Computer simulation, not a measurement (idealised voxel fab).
Module name: voxel capacitor over wiring (process module)
Cross-section cut: width 235 nm, square cells of 5 nm.
A cross-section in this document is a grid of square cells, and it is written down as bands, the top band listed before the ones below it; a band is made up of one or more rows of cells.
It is stipulated that each band's entry specify, in nanometres, the height of the top of the band and then that of its bottom, followed by the materials of the band in left-to-right sequence, each together with its width in nanometres. A single material marked by the word "full width" is understood to fill the band from edge to edge; the word "blank" is understood to denote empty space.
It should be noted that heights are counted from 0, beneath which the wafer as supplied is of one material throughout, and that the lowest band possesses no lower boundary but continues downward, as written in "0 down".
With a width like "30..40", each row of cells in the band differs from the next by the same amount, the top row carrying the first number and the bottom row the second.
"nothing got changed" means the step left every cell of the cross-section as it was.
"Sealed internal voids" enumerates empty spaces isolated from the top, with no open way to it, that contain at least 8 cells, giving each as width x height at distance from the left edge, all three in nm.
What comes after the settings on a step's line is commentary from the simulator itself on that step.
"overlay nm" answers the question of how far to the right of plan the mask lay on a step that has a mask, and when it is negative the answer is to the left.
Planned process steps
step 1: RECEIVE [material Si]
step 2: CONFORMAL_DEP [material SiO2] [thk nm 15]
step 3: DIRECTIONAL_DEP [material TiN] [thk nm 5]
step 4: DIRECTIONAL_DEP [material W] [thk nm 20]
step 5: MASKED_ETCH [tone cover] [mask id METAL_1] [width nm 25] [pitch nm 95] [etch materials W] [depth nm 20] [overlay nm 0]
step 6: MASKED_ETCH [tone cover] [mask id METAL_1] [width nm 25] [pitch nm 95] [etch materials TiN] [depth nm 5] [overlay nm 0]
step 7: CONFORMAL_DEP [material SiN] [thk nm 5]
step 8: FILL_DEP [material lowk] [thk nm 5]
step 9: CMP [height nm 40]
step 10: CONFORMAL_DEP [material SiCN] [thk nm 5]
step 11: DIRECTIONAL_DEP [material SiO2] [thk nm 20]
step 12: MASKED_ETCH [tone open] [mask id PLUG_1] [width nm 15] [etch materials SiO2] [depth nm 20] [overlay nm 0]
step 13: MASKED_ETCH [tone open] [mask id PLUG_1] [width nm 15] [etch materials SiCN] [depth nm 5] [overlay nm 0]
step 14: EPI [material Ru] [thk nm 10]
step 15: EPI [material Ru] [thk nm 10]
step 16: EPI [material Ru] [thk nm 5]
step 17: DIRECTIONAL_DEP [material TiN] [thk nm 10]
step 18: DIRECTIONAL_DEP [material Al2O3] [thk nm 5]
step 19: DIRECTIONAL_DEP [material TiN] [thk nm 10]
step 20: DIRECTIONAL_DEP [material aC] [thk nm 15]
step 21: PATTERN [tone cover] [mask id UPPER_PLATE] [material resist] [width nm 75] [thk nm 35] [overlay nm 0]
step 22: DIRECTIONAL_ETCH [etch materials aC] [depth nm 15]
step 23: STRIP [etch materials resist]
step 24: DIRECTIONAL_ETCH [etch materials TiN] [depth nm 10]
step 25: DIRECTIONAL_ETCH [etch materials Al2O3] [depth nm 5]
step 26: STRIP [etch materials aC]
step 27: MASKED_ETCH [tone cover] [mask id LOWER_PLATE] [width nm 85] [etch materials TiN] [depth nm 10] [overlay nm 0]
step 28: FILL_DEP [material SiO2] [thk nm 15]
step 29: CMP [height nm 100]
step 30: DIRECTIONAL_DEP [material aC] [thk nm 10]
step 31: PATTERN [tone open] [mask id PLUG_2] [material resist] [width nm 15] [thk nm 25] [overlay nm 0]
step 32: DIRECTIONAL_ETCH [etch materials aC] [depth nm 10]
step 33: STRIP [etch materials resist]
step 34: DIRECTIONAL_ETCH [etch materials SiO2] [depth nm 10]
step 35: STRIP [etch materials aC]
step 36: CONFORMAL_DEP [material TiN] [thk nm 5]
step 37: FILL_DEP [material Ru] [thk nm 10]
step 38: CMP [height nm 100]
step 39: CONFORMAL_DEP [material SiN] [thk nm 5]
Wafer as received: cross-section following step 1
	0 down  Si full width
	Sealed internal voids: none
First wafer of two, sectioned at end of module; run went per plan
	105 to 100  SiN full width
	100 to 95  75 nm SiO2, then 5 nm TiN, then 5 nm Ru, then 5 nm TiN, then 145 nm SiO2
	95 to 90  75 nm SiO2, then 15 nm TiN, then 145 nm SiO2
	90 to 80  65 nm SiO2, then 75 nm TiN, then 95 nm SiO2
	80 to 75  65 nm SiO2, then 75 nm Al2O3, then 95 nm SiO2
	75 to 65  60 nm SiO2, then 85 nm TiN, then 90 nm SiO2
	65 to 45  65 nm SiO2, then 15 nm Ru, then 155 nm SiO2
	45 to 40  65 nm SiCN, then 15 nm Ru, then 155 nm SiCN
	40 to 20  50 nm lowk, then 5 nm SiN, then 25 nm W, then 5 nm SiN, then 60 nm lowk, then 5 nm SiN, then 25 nm W, then 5 nm SiN, then 55 nm lowk
	20 to 15  55 nm SiN, then 25 nm TiN, then 70 nm SiN, then 25 nm TiN, then 60 nm SiN
	15 to 0  SiO2 full width
	0 down  Si full width
	Sealed internal voids: none
End of module, second wafer, cross-section. Started like the first, planned like the first, run with one mistake
	105 to 100  SiN full width
	100 to 95  75 nm SiO2, then 5 nm TiN, then 5 nm Ru, then 5 nm TiN, then 145 nm SiO2
	95 to 90  75 nm SiO2, then 15 nm TiN, then 145 nm SiO2
	90 to 80  65 nm SiO2, then 75 nm TiN, then 95 nm SiO2
	80 to 75  65 nm SiO2, then 75 nm Al2O3, then 95 nm SiO2
	75 to 65  60 nm SiO2, then 85 nm TiN, then 90 nm SiO2
	65 to 45  65 nm SiO2, then 15 nm Ru, then 155 nm SiO2
	45 to 40  65 nm SiCN, then 15 nm Ru, then 155 nm SiCN
	40 to 20  50 nm lowk, then 5 nm Al2O3, then 25 nm W, then 5 nm Al2O3, then 60 nm lowk, then 5 nm Al2O3, then 25 nm W, then 5 nm Al2O3, then 55 nm lowk
	20 to 15  55 nm Al2O3, then 25 nm TiN, then 70 nm Al2O3, then 25 nm TiN, then 60 nm Al2O3
	15 to 0  SiO2 full width
	0 down  Si full width
	Sealed internal voids: none
Error vs. plan: step 7 off recipe, ran as CONFORMAL_DEP [material Al2O3] [thk nm 5]
at the end the second wafer has, in cells: Al2O3: 53 more; SiN: 53 fewer
